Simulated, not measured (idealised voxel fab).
process module | voxel ribs on slabs
Cross-section cut: width 190 nm, square cells of 5 nm.
Cross-section, as written here: a square-cell grid given band by band from the top down, where a band holds one or more rows of cells. Top height, bottom height, nm. Materials left to right, width each, nm. Single material + "edge to edge" = fills band edge to edge. "empty" = empty. Heights are measured from 0, the level below which the as-received wafer is all one material; the lowest band has no bottom and continues downward, written as in "z 0 and below". Note: "30 to 40" means the width goes from the first number (top row of the band) to the second number (bottom row) in equal steps per row of cells. Basically "nothing was modified" means that step didn't change any cell in the cross-section. Entry "Catalogued sealed voids". Content: empty spaces with no open connection to the top, size 8 cells or greater. Each: width x height at distance. Distance: from left edge. Unit: nm. What comes after the settings on a step's line is commentary from the simulator itself on that step. For masked steps, "overlay nm" on the step line gives how far right of plan the mask actually lay; a minus sign means it lay to the left.
# Here's what the planned process steps look like
1 RECEIVE | material Si
2 DIRECTIONAL_DEP | material SiO2 | thk nm 20
3 DIRECTIONAL_DEP | material SiN | thk nm 20
4 DIRECTIONAL_DEP | material aC | thk nm 15
5 PATTERN | tone cover | mask id RIB | material resist | width nm 20 | thk nm 30 | overlay nm 0
6 DIRECTIONAL_ETCH | etch materials aC | depth nm 15
7 STRIP | etch materials resist
8 DIRECTIONAL_ETCH | etch materials SiN | depth nm 10
9 STRIP | etch materials aC
10 PATTERN | tone cover | mask id SLAB | material resist | width nm 70 | thk nm 15 | overlay nm 0
11 DIRECTIONAL_ETCH | etch materials SiN | depth nm 10
12 STRIP | etch materials resist
13 FILL_DEP | material SiO2 | thk nm 30
14 CMP | height nm 60
15 DIRECTIONAL_DEP | material W | thk nm 5
16 DIRECTIONAL_DEP | material aC | thk nm 15
17 PATTERN | tone cover | mask id HEATER | material resist | width nm 30 | thk nm 30 | overlay nm -15
18 DIRECTIONAL_ETCH | etch materials aC | depth nm 15
19 STRIP | etch materials resist
20 DIRECTIONAL_ETCH | etch materials W | depth nm 5
21 STRIP | etch materials aC
22 CONFORMAL_DEP | material SiN | thk nm 5
The wafers in this document start out alike and differ in the overlay nm applied at step 17; the plan shows the value used for the first wafer.
# The first of several wafers as received, shown in cross-section; this is its state after step 1
    z 0 and below | Si edge to edge
    Catalogued sealed voids: none
# End of module: cross-section of the first of several wafers after step 22, the last step
    z 70 to 65 | empty 60 nm / SiN 40 nm / empty 90 nm
    z 65 to 60 | SiN 65 nm / W 30 nm / SiN 95 nm
    z 60 to 40 | SiO2 edge to edge
    z 40 to 30 | SiO2 85 nm / SiN 20 nm / SiO2 85 nm
    z 30 to 20 | SiO2 60 nm / SiN 70 nm / SiO2 60 nm
    z 20 to 0 | SiO2 edge to edge
    z 0 and below | Si edge to edge
    Catalogued sealed voids: none
# At the end of the module, the last of several wafers in cross-section
    z 70 to 65 | empty 90 nm / SiN 40 nm / empty 60 nm
    z 65 to 60 | SiN 95 nm / W 30 nm / SiN 65 nm
    z 60 to 40 | SiO2 edge to edge
    z 40 to 30 | SiO2 85 nm / SiN 20 nm / SiO2 85 nm
    z 30 to 20 | SiO2 60 nm / SiN 70 nm / SiO2 60 nm
    z 20 to 0 | SiO2 edge to edge
    z 0 and below | Si edge to edge
    Catalogued sealed voids: none
# Where each wafer stands at the end of the module, a row apiece: cells of each material gained (+) or lost (-) since it was received, then closed voids
overlay nm -15; +76 SiN; +420 SiO2; +6 W; Catalogued sealed voids: none
overlay nm -10; +76 SiN; +420 SiO2; +6 W; Catalogued sealed voids: none
overlay nm -5; +76 SiN; +420 SiO2; +6 W; Catalogued sealed voids: none
overlay nm 0; +76 SiN; +420 SiO2; +6 W; Catalogued sealed voids: none
overlay nm 5; +76 SiN; +420 SiO2; +6 W; Catalogued sealed voids: none
overlay nm 10; +76 SiN; +420 SiO2; +6 W; Catalogued sealed voids: none
overlay nm 15; +76 SiN; +420 SiO2; +6 W; Catalogued sealed voids: none
